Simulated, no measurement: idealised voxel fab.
Proc. module: voxel local oxidation
Section cut is 160 nm wide and gridded with 5 nm square cells.
Cross-section format: a grid of square cells, given as bands from top to bottom; each band is one or more rows of cells. First you get the band's top height and its bottom height, in nm, and then the materials it's made of, left to right, with each width in nm. If you see a single material with "edge to edge", that one covers the band edge to edge. "empty" is empty space. Counting heights begins at 0, where everything beneath is, in the wafer as received, one material. The lowest band has no bottom; it goes on downwards, as "from 0 down" shows. The width entry "30..40" should be interpreted row by row: the top row of cells in the band takes the first number, the bottom row takes the second number, and the change between adjacent rows is uniform throughout. Basically "no change occurred" means that step didn't change any cell in the cross-section. You'll see "Enclosed empty spaces" listing empty spaces that have no way open to the top, as long as they're 8 cells or more; the notation is width x height at distance, where the distance is from the left edge, and all of it is in nm. Step line, after settings: the simulator's comment on this step. "overlay nm" answers the question of how far to the right of plan the mask lay on a step that has a mask, and when it is negative the answer is to the left.
Here's what the planned process steps look like
1) RECEIVE (material Si)
2) CONFORMAL_DEP (material SiO2; thk nm 5)
3) CONFORMAL_DEP (material SiN; thk nm 10)
4) PATTERN (tone cover; mask id ACTIVE; material resist; width nm 95; thk nm 15; overlay nm 0)
5) DIRECTIONAL_ETCH (etch materials SiN; depth nm 10)
6) STRIP (etch materials resist)
7) SELECTIVE_ETCH (etch materials SiO2; depth nm 5)
8) OXIDIZE (depth nm 10)
9) STRIP (etch materials SiN)
The first wafer of two, processed as planned
Wafer as received: cross-section following step 1
  from 0 down | Si edge to edge
  Enclosed empty spaces: none
Upon completion of step 2, the wafer appears in cross-section as shown
  from 5 to 0 | SiO2 edge to edge
  Under 0: no change, same as before.
Upon completion of step 3, the wafer appears in cross-section as shown
  from 15 to 5 | SiN edge to edge
  Under 5: no change, same as before.
Upon completion of step 4, the wafer appears in cross-section as shown
  from 30 to 15 | 30 of empty / 95 of resist / 35 of empty
  Under 15: no change, same as before.
Upon completion of step 5, the wafer appears in cross-section as shown
  from 30 to 15 | 30 of empty / 95 of resist / 35 of empty
  from 15 to 5 | 30 of empty / 95 of SiN / 35 of empty
  Under 5: no change, same as before.
Upon completion of step 6, the wafer appears in cross-section as shown
  from 15 to 5 | 30 of empty / 95 of SiN / 35 of empty
  Under 5: no change, same as before.
Upon completion of step 7, the wafer appears in cross-section as shown
  from 15 to 5 | 30 of empty / 95 of SiN / 35 of empty
  from 5 to 0 | 35 of empty / 85 of SiO2 / 40 of empty
  Under 0: no change, same as before.
Upon completion of step 8, the wafer appears in cross-section as shown
  from 15 to 5 | 30 of empty / 95 of SiN / 35 of empty
  from 5 to 0 | 35 of empty / 85 of SiO2 / 40 of empty
  from 0 to -10 | 45 of SiO2 / 65 of Si / 50 of SiO2
  Under -10: no change, same as before.
Upon completion of step 9, the wafer appears in cross-section as shown
  from 5 to 0 | 35 of empty / 85 of SiO2 / 40 of empty
  Under 0: no change, same as before.
What follows concerns the second wafer, which started out like the first and was meant to follow the very same plan; one mistake crept in when it was run, but everything up to and including step 3 is the same as for the first wafer
X-section, second wafer, when step 4 was due to finish
  from 30 to 15 | 25 of empty / 105 of resist / 30 of empty
  Under 15: no change, same as before.
X-section, second wafer, when step 5 was due to finish
  from 30 to 15 | 25 of empty / 105 of resist / 30 of empty
  from 15 to 5 | 25 of empty / 105 of SiN / 30 of empty
  Under 5: no change, same as before.
X-section, second wafer, when step 6 was due to finish
  from 15 to 5 | 25 of empty / 105 of SiN / 30 of empty
  Under 5: no change, same as before.
X-section, second wafer, when step 7 was due to finish
  from 15 to 5 | 25 of empty / 105 of SiN / 30 of empty
  from 5 to 0 | 30 of empty / 95 of SiO2 / 35 of empty
  Under 0: no change, same as before.
X-section, second wafer, when step 8 was due to finish
  from 15 to 5 | 25 of empty / 105 of SiN / 30 of empty
  from 5 to 0 | 30 of empty / 95 of SiO2 / 35 of empty
  from 0 to -10 | 40 of SiO2 / 75 of Si / 45 of SiO2
  Under -10: no change, same as before.
X-section, second wafer, when step 9 was due to finish
  from 5 to 0 | 30 of empty / 95 of SiO2 / 35 of empty
  Under 0: no change, same as before.
Deviation noted in wafer processing: so step 4 ended up running with a different setting than we planned, it ran as PATTERN (tone cover; mask id ACTIVE; material resist; width nm 105; thk nm 15; overlay nm 0)
Bottom line after processing is that, in cells, the second wafer is up or down on some materials versus the first: Si +4 | SiO2 -2
